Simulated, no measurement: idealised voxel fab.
process module | voxel trench capacitor
cross-section cut | 190 nm wide | cells 5 nm
A cross-section is a grid of square cells, given in bands from the top down. A band is one or more rows of cells.
Each band's line starts with the height of the band's top and of its bottom, in nm. Then come its materials from left to right, each with its width in nm. One material with "throughout" fills the band from edge to edge. "air" is empty space.
Height 0 is the level under which the wafer as received is all one material. The lowest band goes on downwards, as in "0 down".
A width such as "30 to 40" changes by the same amount from each row of cells to the next, from the band's top row to its bottom row.
"no change" after a step means that no cell of the cross-section changed.
closed voids: empty space of 8 cells or more with no open way to the top, each as width x height at its distance from the left edge, in nm
after a step's settings: what the simulator itself notes on the step
overlay nm, on a step with a mask: how far to the right of its planned place the mask lay; to the left if negative
plan
1 op RECEIVE | material Si
2 op CONFORMAL_DEP | material SiN | thk nm 5
3 op PATTERN | tone open | mask id TRENCH | material resist | width nm 25 | pitch nm 55 | thk nm 20 | overlay nm 0
4 op DIRECTIONAL_ETCH | etch materials SiN | depth nm 5
5 op DIRECTIONAL_ETCH | etch materials Si | depth nm 35
6 op STRIP | etch materials resist
7 op CONFORMAL_DEP | material HfO2 | thk nm 5
8 op CONFORMAL_DEP | material TiN | thk nm 5
9 op FILL_DEP | material W | thk nm 5
10 op CMP | height nm 5
as received, after step 1
  0 down: Si throughout
  closed voids: none
a wafer at the end: this start, this plan, one mistake
  5 to 0: SiN 55 | W 5 | TiN 5 | W 5 | TiN 5 | W 5 | SiN 30 | W 5 | TiN 5 | W 5 | TiN 5 | W 5 | SiN 55
  0 to -25: Si 55 | W 5 | TiN 5 | W 5 | TiN 5 | W 5 | Si 30 | W 5 | TiN 5 | W 5 | TiN 5 | W 5 | Si 55
  -25 to -30: Si 55 | W 5 | TiN 15 | W 5 | Si 30 | W 5 | TiN 15 | W 5 | Si 55
  -30 to -35: Si 55 | W 25 | Si 30 | W 25 | Si 55
  -35 down: Si throughout
  closed voids: none
what went wrong: step 7 ran as: op CONFORMAL_DEP | material W | thk nm 5
